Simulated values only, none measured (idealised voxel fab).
The process module that follows is named voxel capacitor over wiring.
Shown is cross-section cut, with a width of 235 nm and square cells of size 5 nm.
Heads up, the way a cross-section reads in here is a grid of square cells, handed over as bands from the top down, with every band being one or more rows of cells.
For a band, the entry starts with two heights in nm, that of the top and then that of the bottom, and carries on with the band's materials in order from left to right, each alongside its width in nm; the word "full width" beside a single material means it fills the band edge to edge, and "empty" means empty space.
Ref level 0: as-received wafer is one material below here. Bottom band extends down with no lower bound ("0 down").
The two numbers in a width such as "30->40" mark its ends across the band: the first belongs to the top row of cells, the second to the bottom row, and from each row to the next the width moves by the same amount.
When a step is marked "same as before", none of the cells in the cross-section changed during that step.
"Trapped void list" specifies each empty space that is not open to the top and that occupies no fewer than 8 cells, using the form width x height at distance, the distance measured from the left edge and all three quantities in nm.
Note: text after step settings on the step line = simulator remark on that step.
Steps that use a mask can have "overlay nm" on their line. It says how far the mask sat to the right of where it was meant to be. Negative means to the left.

**The planned process steps are enumerated hereunder**
1) RECEIVE: material Si
2) CONFORMAL_DEP: material SiO2, thk nm 15
3) CONFORMAL_DEP: material SiCN, thk nm 5
4) DIRECTIONAL_DEP: material SiO2, thk nm 15
5) DIRECTIONAL_DEP: material aC, thk nm 10
6) PATTERN: tone open, mask id METAL_1, material resist, width nm 30, pitch nm 95, thk nm 25, overlay nm 0
7) DIRECTIONAL_ETCH: etch materials aC, depth nm 10
8) STRIP: etch materials resist
9) DIRECTIONAL_ETCH: etch materials SiO2, depth nm 15
10) DIRECTIONAL_ETCH: etch materials SiCN, depth nm 5
11) STRIP: etch materials aC
12) CONFORMAL_DEP: material TiN, thk nm 5
13) FILL_DEP: material Cu, thk nm 5
14) CMP: height nm 35
15) CONFORMAL_DEP: material SiCN, thk nm 5
16) DIRECTIONAL_DEP: material SiO2, thk nm 15
17) MASKED_ETCH: tone open, mask id PLUG_1, width nm 15, etch materials SiO2, depth nm 15, overlay nm 0
18) MASKED_ETCH: tone open, mask id PLUG_1, width nm 15, etch materials SiCN, depth nm 5, overlay nm 0
19) CONFORMAL_DEP: material TiN, thk nm 5
20) FILL_DEP: material Cu, thk nm 10
21) CMP: height nm 55
22) DIRECTIONAL_DEP: material TiN, thk nm 10
23) DIRECTIONAL_DEP: material SiN, thk nm 5
24) DIRECTIONAL_DEP: material TiN, thk nm 5
25) PATTERN: tone cover, mask id UPPER_PLATE, material resist, width nm 70, thk nm 20, overlay nm 0
26) DIRECTIONAL_ETCH: etch materials TiN, depth nm 5
27) DIRECTIONAL_ETCH: etch materials SiN, depth nm 5
28) STRIP: etch materials resist
29) PATTERN: tone cover, mask id LOWER_PLATE, material resist, width nm 80, thk nm 20, overlay nm 0
30) DIRECTIONAL_ETCH: etch materials TiN, depth nm 10
31) STRIP: etch materials resist
32) FILL_DEP: material SiO2, thk nm 20
33) CMP: height nm 90
34) DIRECTIONAL_DEP: material aC, thk nm 10
35) PATTERN: tone open, mask id PLUG_2, material resist, width nm 15, thk nm 30, overlay nm 0
36) DIRECTIONAL_ETCH: etch materials aC, depth nm 10
37) STRIP: etch materials resist
38) DIRECTIONAL_ETCH: etch materials SiO2, depth nm 15
39) STRIP: etch materials aC
40) CONFORMAL_DEP: material TiN, thk nm 5
41) FILL_DEP: material Ru, thk nm 10
42) CMP: height nm 90
43) CONFORMAL_DEP: material SiCN, thk nm 5

**Wafer as received: cross-section following step 1**
> 0 down: Si full width
> Trapped void list: none

**Cross-sectional result after module completion. Note: starting condition and plan are unchanged from above; one processing mistake was made**
> 95 to 90: SiCN full width
> 90 to 80: SiO2=80, then TiN=5, then Ru=5, then TiN=5, then SiO2=140
> 80 to 70: SiO2=80->70, then TiN=15->70, then SiO2=140->95
> 70 to 60: SiO2=65, then TiN=80, then SiO2=90
> 60 to 55: SiN full width
> 55 to 40: SiO2=70, then TiN=5, then Cu=5, then TiN=5, then SiO2=150
> 40 to 35: SiCN=70, then TiN=15, then SiCN=150
> 35 to 20: SiO2=55, then TiN=5, then Cu=20, then TiN=5, then SiO2=65, then TiN=5, then Cu=20, then TiN=5, then SiO2=55
> 20 to 15: SiCN=55, then TiN=30, then SiCN=65, then TiN=30, then SiCN=55
> 15 to 0: SiO2 full width
> 0 down: Si full width
> Trapped void list: none
Finding, execution versus plan: deviation from plan: step 23 and step 22 executed in one another's positions
